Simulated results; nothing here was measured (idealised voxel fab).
Module name: voxel double patterning (process module)
This is section cut - it's 270 nm across, gridded in 5 nm square cells.
How to read a cross-section here: the picture is a grid of square cells, written as bands going from the top down, and any band can span one or more rows of cells.
It is stipulated that each band's entry specify, in nanometres, the height of the top of the band and then that of its bottom, followed by the materials of the band in left-to-right sequence, each together with its width in nanometres. A single material marked by the word "everywhere" is understood to fill the band from edge to edge; the word "empty" is understood to denote empty space.
We count height from 0. Below that, the starting wafer is all one material. The lowest band never ends at the bottom but goes on down; see "0 -> down" for how that is written.
A width such as "30->40" changes by the same amount from each row of cells to the next, from the band's top row to its bottom row.
Given "identical to before" for a step, no cell of the cross-section differs between before and after that step.
Basically, "Sealed cavities" tells you about the enclosed voids: empty spaces with no open way to the top, 8 cells or bigger, each written width x height at distance, where distance is from the left edge, all in nm.
Past the settings on a step's line: simulator remark, on that step.
"overlay nm" denotes, for a step that has a mask, the displacement of the mask to the right of its planned place, with negative values corresponding to the left.

These are the steps we planned for the process:
step 1: op RECEIVE | material Si
step 2: op CONFORMAL_DEP | material SiN | thk nm 5
step 3: op DIRECTIONAL_DEP | material SiO2 | thk nm 15
step 4: op DIRECTIONAL_DEP | material SiCN | thk nm 5
step 5: op PATTERN | tone open | mask id FIRST | material resist | width nm 15 | pitch nm 50 | thk nm 20 | overlay nm 0
step 6: op DIRECTIONAL_ETCH | etch materials SiCN | depth nm 5
step 7: op STRIP | etch materials resist
step 8: op PATTERN | tone open | mask id SECOND | material resist | width nm 15 | thk nm 20 | overlay nm 0
step 9: op DIRECTIONAL_ETCH | etch materials SiCN | depth nm 5
step 10: op STRIP | etch materials resist
step 11: op DIRECTIONAL_ETCH | etch materials SiO2 | depth nm 15
step 12: op STRIP | etch materials SiCN

Delivered wafer in cross-section: state after step 1:
- 0 -> down: Si everywhere
- Sealed cavities: none

End-of-module cross-section of the first of two wafers, processed as planned:
- 20 -> 5: SiO2 (100) / empty (15) / SiO2 (10) / empty (15) / SiO2 (10) / empty (15) / SiO2 (105)
- 5 -> 0: SiN everywhere
- 0 -> down: Si everywhere
- Sealed cavities: none

What the second wafer looks like in cross-section once the module is done. Its start and its plan matched the first wafer's exactly; what differed was one mistake in how it was run:
- 20 -> 5: SiO2 (100) / empty (15) / SiO2 (20) / empty (30) / SiO2 (105)
- 5 -> 0: SiN everywhere
- 0 -> down: Si everywhere
- Sealed cavities: none
Short version of what went wrong: step 8 off recipe, ran as op PATTERN | tone open | mask id SECOND | material resist | width nm 15 | thk nm 20 | overlay nm 10
Comparing end states, the material composition by cell count is preserved from the first wafer to the second, while the locations of the cells are not.
